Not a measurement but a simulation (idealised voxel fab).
Process module heading - voxel released beams
Section shown: cut. Width: 255 nm. Cell size: 5 nm, square.
Think of the cross-section as a grid of square cells. We describe it in bands, top to bottom, and each band covers one or more rows of those cells. Look at the band entry: it leads with the top's height and the bottom's height in nm. Then it lists the materials left to right, with a width in nm for each. The word "full width" on a single material says that material fills the band edge to edge. The word "blank" is empty space. Note: height 0 marks the level under which the wafer is uniformly one material as received. Lowest band unbounded below, written "0 nm and below". The expression "30..40" gives the width at the extremes of the band, the first number at its top row of cells and the second at its bottom row, with the width changing by equal amounts from each row to the next in between. "no change" for a step: no cell of the cross-section changed in that step. What "Voids, fully enclosed" gives you is every empty space of 8 cells or more that is cut off from the top. Each appears as width x height at distance, with the distance taken from the left edge and width, height and distance all in nm. after a step's settings: what the simulator itself notes on the step. Steps that use a mask can have "overlay nm" on their line. It says how far the mask sat to the right of where it was meant to be. Negative means to the left.

Steps planned for the process
| 1 | RECEIVE: material Si |
| 2 | CONFORMAL_DEP: material SiN, thk nm 5 |
| 3 | DIRECTIONAL_DEP: material SiO2, thk nm 20 |
| 4 | MASKED_ETCH: tone open, mask id ANCHOR, width nm 35, etch materials SiO2, depth nm 20, overlay nm 0 |
| 5 | CONFORMAL_DEP: material W, thk nm 10 |
| 6 | DIRECTIONAL_DEP: material aC, thk nm 15 |
| 7 | PATTERN: tone cover, mask id BEAM, material resist, width nm 85, thk nm 30, overlay nm 0 |
| 8 | DIRECTIONAL_ETCH: etch materials aC, depth nm 15 |
| 9 | STRIP: etch materials resist |
| 10 | DIRECTIONAL_ETCH: etch materials W, depth nm 10 |
| 11 | STRIP: etch materials aC |
| 12 | STRIP: etch materials SiO2 |

As received (post step 1): cross-section
0 nm and below = Si full width
Voids, fully enclosed: none

Run as planned - first of the two wafers cross-sectioned at the end of the module
35 nm to 25 nm = blank: 80; W: 15; blank: 15; W: 55; blank: 90
25 nm to 15 nm = blank: 85; W: 10; blank: 15; W: 10; blank: 135
15 nm to 5 nm = blank: 85; W: 35; blank: 135
5 nm to 0 nm = SiN full width
0 nm and below = Si full width
Voids, fully enclosed: none

Presented here is a cross-section of the second of the two wafers as it stood at the end of the module. It was started in the same manner and assigned the same plan as the first wafer; however, one mistake was made in its execution
30 nm to 20 nm = blank: 80; W: 15; blank: 15; W: 55; blank: 90
20 nm to 10 nm = blank: 85; W: 10; blank: 15; W: 10; blank: 135
10 nm to 0 nm = blank: 85; W: 35; blank: 135
0 nm and below = Si full width
Voids, fully enclosed: none
Nonconformance to the process plan: the plan's step 2 went unexecuted, having been skipped
Materials where the second wafer ends with more or fewer cells than the first: SiN -51
